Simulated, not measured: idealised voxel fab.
The process module presented herein is designated voxel double patterning.
For reference, the cross-section in this document is cut, with width 165 nm and square cells of 5 nm.
In this document a cross-section is written as a grid of square cells. It is given as a series of bands, listed from the top down, and a band is one or more rows of cells.
For a band, the entry starts with two heights in nm, that of the top and then that of the bottom, and carries on with the band's materials in order from left to right, each alongside its width in nm; the word "all across" beside a single material means it fills the band edge to edge, and "blank" means empty space.
Height is counted from the level 0, under which the received wafer is composed throughout of one material. The lowest of the bands is not closed at the bottom but continues downward, in the notation "0 and below".
The expression "30..40" gives the width at the extremes of the band, the first number at its top row of cells and the second at its bottom row, with the width changing by equal amounts from each row to the next in between.
You'll sometimes find "no modifications" written for a step, and that's the way of saying that nowhere in the cross-section did a cell change during that step.
In "Listed closed voids" the enclosed voids are listed, meaning empty spaces of 8 cells or larger without any opening to the top. The form is width x height at distance, distance from the left edge, units nm.
Past the settings on a step's line: simulator remark, on that step.
If you see "overlay nm" on a step's line and that step has a mask, it's telling you how far right of where it was planned the mask ended up; a negative number means it went left instead.
**Intended process steps**
1) RECEIVE (material Si)
2) CONFORMAL_DEP (material SiO2; thk nm 10)
3) DIRECTIONAL_DEP (material TiN; thk nm 20)
4) DIRECTIONAL_DEP (material SiCN; thk nm 5)
5) DIRECTIONAL_DEP (material aC; thk nm 15)
6) PATTERN (tone open; mask id FIRST; material resist; width nm 15; pitch nm 50; thk nm 35; overlay nm 0)
7) DIRECTIONAL_ETCH (etch materials aC; depth nm 15)
8) STRIP (etch materials resist)
9) DIRECTIONAL_ETCH (etch materials SiCN; depth nm 5)
10) STRIP (etch materials aC)
11) PATTERN (tone open; mask id SECOND; material resist; width nm 15; pitch nm 50; thk nm 20; overlay nm 0)
12) DIRECTIONAL_ETCH (etch materials SiCN; depth nm 5)
13) STRIP (etch materials resist)
14) DIRECTIONAL_ETCH (etch materials TiN; depth nm 20)
15) STRIP (etch materials SiCN)
**Wafer cross-section on receipt, i.e. after step 1**
	0 and below | Si all across
	Listed closed voids: none
**The plan above was carried out on the starting structure above with one mistake, and this cross-section shows the wafer at the end of the module**
	50 down to 35 | SiO2 all across
	35 down to 30 | SiCN all across
	30 down to 10 | TiN all across
	10 down to 0 | SiO2 all across
	0 and below | Si all across
	Listed closed voids: none
It is concluded that the wafer was processed incorrectly with respect to the plan, in that it should be noted that step 5 was executed with settings other than those planned, the operation and settings actually applied being DIRECTIONAL_DEP (material SiO2; thk nm 15)
